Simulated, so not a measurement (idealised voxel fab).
A process module follows: voxel released beams.
The cross-section shown here is cut; it is 290 nm wide and divided into square cells measuring 5 nm on a side.
In what follows, cross-sections appear as grids of square cells, described through bands that run from the top down, where every band is one or more rows of cells.
This entry defines a band. It first specifies the height of the band's top and the height of its bottom in nm, and then specifies the band's materials from left to right, stating each material with its width in nm. The word "all across" identifies a single material that fills the band from edge to edge, while the word "empty" identifies empty space.
For the purposes of this specification, 0 denotes the height below which the wafer in its as-received condition is composed wholly of one material, and the lowermost band, lacking a lower limit, extends downward without end, as expressed in "0 -> down".
Note: "30->40" means the width goes from the first number (top row of the band) to the second number (bottom row) in equal steps per row of cells.
Where the words "remained unchanged" appear for a step, the cross-section shows no cell changed by that step; every cell remained as before.
"closed voids": empty spaces of 8 cells or more with no open way to the top, each given as width x height at distance, distance from the left edge, all in nm.
Post-settings text on a step line: simulator's own remark regarding the step.
"overlay nm" denotes, for a step that has a mask, the displacement of the mask to the right of its planned place, with negative values corresponding to the left.
Steps in the process plan
1: op RECEIVE | material Si
2: op CONFORMAL_DEP | material SiN | thk nm 10
3: op DIRECTIONAL_DEP | material SiO2 | thk nm 20
4: op MASKED_ETCH | tone open | mask id ANCHOR | width nm 35 | etch materials SiO2 | depth nm 20 | overlay nm 0
5: op CONFORMAL_DEP | material polySi | thk nm 10
6: op MASKED_ETCH | tone cover | mask id BEAM | width nm 90 | etch materials polySi | depth nm 10 | overlay nm 0
7: op STRIP | etch materials SiO2
Cross-section of the wafer at receipt, which is the condition after step 1
    0 -> down: Si all across
    closed voids: none
Cross-section taken at module completion on the first of two wafers; processed per the plan
    40 -> 30: empty (95), then polySi (15), then empty (15), then polySi (60), then empty (105)
    30 -> 20: empty (100), then polySi (10), then empty (15), then polySi (10), then empty (155)
    20 -> 10: empty (100), then polySi (35), then empty (155)
    10 -> 0: SiN all across
    0 -> down: Si all across
    closed voids: none
So this is wafer number two of the two, cut at the end of the module - it started where the first did and had the same plan, we just got one thing wrong running it
    40 -> 30: empty (95), then polySi (90), then empty (105)
    30 -> 20: SiN all across
    20 -> 0: SiO2 all across
    0 -> down: Si all across
    closed voids: none
In executing the process, a mistake was made relative to the plan: step 2 ran in the slot meant for step 3, and vice versa
Final comparison by cell count, materials where the second wafer has more or fewer than the first: SiO2 +232, polySi -16
